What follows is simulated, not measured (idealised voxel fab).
process module | voxel self aligned contacts
cross-section cut | 215 nm wide | cells 5 nm
A cross-section is a grid of square cells, given in bands from the top down. A band is one or more rows of cells.
Each band's line starts with the height of the band's top and of its bottom, in nm. Then come its materials from left to right, each with its width in nm. One material with "throughout" fills the band from edge to edge. "air" is empty space.
Height 0 is the level under which the wafer as received is all one material. The lowest band goes on downwards, as in "0 down".
A width such as "30 to 40" changes by the same amount from each row of cells to the next, from the band's top row to its bottom row.
"no change" after a step means that no cell of the cross-section changed.
closed voids: empty space of 8 cells or more with no open way to the top, each as width x height at its distance from the left edge, in nm
after a step's settings: what the simulator itself notes on the step
overlay nm, on a step with a mask: how far to the right of its planned place the mask lay; to the left if negative
plan
1 op RECEIVE | material Si
2 op CONFORMAL_DEP | material SiO2 | thk nm 5
3 op DIRECTIONAL_DEP | material polySi | thk nm 30
4 op DIRECTIONAL_DEP | material SiN | thk nm 25
5 op PATTERN | tone cover | mask id GATE | material resist | width nm 30 | pitch nm 70 | thk nm 15 | overlay nm 0
6 op DIRECTIONAL_ETCH | etch materials SiN | depth nm 25
7 op DIRECTIONAL_ETCH | etch materials polySi | depth nm 30
8 op STRIP | etch materials resist
9 op CONFORMAL_DEP | material SiN | thk nm 10
10 op DIRECTIONAL_ETCH | etch materials SiN | depth nm 10
11 op FILL_DEP | material SiO2 | thk nm 10
12 op CMP | height nm 65
13 op DIRECTIONAL_DEP | material aC | thk nm 15
14 op PATTERN | tone open | mask id CONTACT | material resist | width nm 50 | pitch nm 70 | thk nm 35 | overlay nm -15
15 op DIRECTIONAL_ETCH | etch materials aC | depth nm 15
16 op STRIP | etch materials resist
17 op DIRECTIONAL_ETCH | etch materials SiO2 | depth nm 65
18 op STRIP | etch materials aC
19 op CONFORMAL_DEP | material TiN | thk nm 5
20 op FILL_DEP | material W | thk nm 10
21 op CMP | height nm 65
22 op CONFORMAL_DEP | material SiN | thk nm 5
varied across the wafers: overlay nm of step 14. The plan shows the first wafer's value. All wafers start alike
first wafer as received, after step 1
  0 down: Si throughout
  closed voids: none
each wafer at the end: cells of each material gained (+) or lost (-) since it was received, then its closed voids
overlay nm -15 | +265 SiN | +113 SiO2 | +68 TiN | +48 W | +108 polySi | closed voids: none
overlay nm -10 | +265 SiN | +113 SiO2 | +68 TiN | +48 W | +108 polySi | closed voids: none
overlay nm -5 | +265 SiN | +113 SiO2 | +68 TiN | +48 W | +108 polySi | closed voids: none
overlay nm 0 | +265 SiN | +113 SiO2 | +68 TiN | +48 W | +108 polySi | closed voids: none
overlay nm 5 | +265 SiN | +113 SiO2 | +68 TiN | +48 W | +108 polySi | closed voids: none
overlay nm 10 | +265 SiN | +113 SiO2 | +68 TiN | +48 W | +108 polySi | closed voids: none
overlay nm 15 | +265 SiN | +113 SiO2 | +68 TiN | +48 W | +108 polySi | closed voids: none
